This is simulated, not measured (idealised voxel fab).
The name of this process module is voxel spacer lines.
It is cross-section cut that appears here, measuring 260 nm in width, its square cells being 5 nm in size.
A cross-section is written here as square cells arranged in a grid, and it is given in bands from the top down, each band taking up one or more rows of cells. Band entry format. Leading values: height of top, height of bottom, nm. Remainder: materials in left-to-right order, each with its width in nm. Special words: "edge to edge" on a single material, which then fills the band edge to edge; "air", empty space. Zero point of the height axis is 0; under it, received wafer = one material. Lowest band: continues down indefinitely, "z 0 and below". So if you see something like "30->40" for the width, read it as the top row of the band sitting at the first number and the bottom row at the second, with every row in between moving by the same amount as the last. "no modification" means the step left every cell of the cross-section as it was. If an empty space has no open way to the top and is at least 8 cells in size, "Fully sealed voids" lists it, written width x height at distance, where distance is measured from the left edge and every value is in nm. Heads up: the bit after the settings on a step's line is the simulator's remark on that step. overlay nm: how far to the right of its planned place the mask lay on this masked step (negative: to the left).
[Here's what the planned process steps look like]
1,RECEIVE,material Si
2,CONFORMAL_DEP,material SiO2,thk nm 5
3,DIRECTIONAL_DEP,material W,thk nm 15
4,DIRECTIONAL_DEP,material polySi,thk nm 25
5,PATTERN,tone cover,mask id MANDREL,material resist,width nm 25,pitch nm 80,thk nm 30,overlay nm 0
6,DIRECTIONAL_ETCH,etch materials polySi,depth nm 25
7,STRIP,etch materials resist
8,CONFORMAL_DEP,material SiN,thk nm 15
9,DIRECTIONAL_ETCH,etch materials SiN,depth nm 15
10,STRIP,etch materials polySi
11,DIRECTIONAL_ETCH,etch materials W,depth nm 15
12,STRIP,etch materials SiN
13,FILL_DEP,material lowk,thk nm 5
14,CMP,height nm 20
[Incoming wafer, cross-sectional view, post step 1]
	z 0 and below: Si edge to edge
	Fully sealed voids: none
[Here's the cross-section of the first of our two wafers at the end of the module - it ran as planned]
	z 20 to 5: 60 nm lowk, 15 nm W, 25 nm lowk, 15 nm W, 25 nm lowk, 15 nm W, 25 nm lowk, 15 nm W, 65 nm lowk
	z 5 to 0: SiO2 edge to edge
	z 0 and below: Si edge to edge
	Fully sealed voids: none
[This is the second of the two wafers, cross-sectioned at the end of the module; it started exactly like the first and was given the same plan, but it was run with one mistake]
	z 20 to 5: 60 nm lowk, 15 nm W, 30 nm lowk, 15 nm W, 20 nm lowk, 15 nm W, 30 nm lowk, 15 nm W, 60 nm lowk
	z 5 to 0: SiO2 edge to edge
	z 0 and below: Si edge to edge
	Fully sealed voids: none
Want to know what went wrong? rather than as planned, step 5 actually ran as PATTERN,tone cover,mask id MANDREL,material resist,width nm 30,pitch nm 80,thk nm 30,overlay nm 0
Heads up: at the end the two wafers have identical cell counts per material, they're just laid out differently.
